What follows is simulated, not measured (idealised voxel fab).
You're looking at the process module voxel air gaps.
It is cross-section cut that appears here, measuring 235 nm in width, its square cells being 5 nm in size.
For the purposes of this document, a cross-section shall be understood as a grid of square cells, specified as bands listed in top-to-bottom order, each band consisting of one or more rows of cells.
In this notation a band is specified by the heights of its top and bottom, in that order and in nm, after which its materials appear from left to right, each paired with its width in nm. The word "edge to edge" attached to a single material means that material fills the band from edge to edge; the word "air" stands for empty space.
Height reference: 0 = level under which incoming wafer is all one material. Lowest band: no bottom, runs on downward, e.g. "0 and below".
The notation "30->40" denotes a width that varies across the rows of cells in the band, beginning at the first number in the top row, finishing at the second number in the bottom row, and changing by an identical amount from each row to the next.
"identical to before" for a step: no cell of the cross-section changed in that step.
Empty spaces without an open route to the top, at least 8 cells in extent, make up the entry "Closed internal voids"; each is given as width x height at distance, where the distance is measured from the left edge, and all are in nm.
What comes after the settings on a step's line is commentary from the simulator itself on that step.
Regarding "overlay nm": on a step with a mask, it is the distance the mask lay to the right of its planned place; a negative value places it to the left.

-- plan
1,RECEIVE,material Si
2,CONFORMAL_DEP,material SiO2,thk nm 10
3,CONFORMAL_DEP,material SiN,thk nm 5
4,DIRECTIONAL_DEP,material SiO2,thk nm 35
5,MASKED_ETCH,tone open,mask id LINES,width nm 15,pitch nm 40,etch materials SiO2,depth nm 35,overlay nm -15
6,CONFORMAL_DEP,material TiN,thk nm 5
7,FILL_DEP,material Ru,thk nm 5
8,CMP,height nm 50
9,EPI,material Ru,thk nm 10
10,SELECTIVE_ETCH,etch materials SiO2,depth nm 45
11,CONFORMAL_DEP,material SiCN,thk nm 5
Be aware that, although all wafers share a common starting state, the overlay nm at step 5 differs among them, and the plan displays the first wafer's value.

-- As-received state after step 1, first of several wafers, cross-section
    0 and below: Si edge to edge
    Closed internal voids: none

-- Table: wafers, a row each; end-of-module cell change per material since receipt, gain (+), loss (-); then closed voids
overlay nm -15, +80 Ru, +139 SiCN, +47 SiN, +94 SiO2, +60 TiN, Closed internal voids: 15 x 25 at 55; 15 x 25 at 95; 15 x 25 at 135
overlay nm -10, +80 Ru, +139 SiCN, +47 SiN, +94 SiO2, +60 TiN, Closed internal voids: 15 x 25 at 60; 15 x 25 at 100; 15 x 25 at 140
overlay nm -5, +80 Ru, +139 SiCN, +47 SiN, +94 SiO2, +60 TiN, Closed internal voids: 15 x 25 at 65; 15 x 25 at 105; 15 x 25 at 145
overlay nm 0, +80 Ru, +139 SiCN, +47 SiN, +94 SiO2, +60 TiN, Closed internal voids: 15 x 25 at 70; 15 x 25 at 110; 15 x 25 at 150
overlay nm 5, +80 Ru, +139 SiCN, +47 SiN, +94 SiO2, +60 TiN, Closed internal voids: 15 x 25 at 75; 15 x 25 at 115; 15 x 25 at 155
overlay nm 10, +80 Ru, +139 SiCN, +47 SiN, +94 SiO2, +60 TiN, Closed internal voids: 15 x 25 at 80; 15 x 25 at 120; 15 x 25 at 160
overlay nm 15, +80 Ru, +139 SiCN, +47 SiN, +94 SiO2, +60 TiN, Closed internal voids: 15 x 25 at 85; 15 x 25 at 125; 15 x 25 at 165
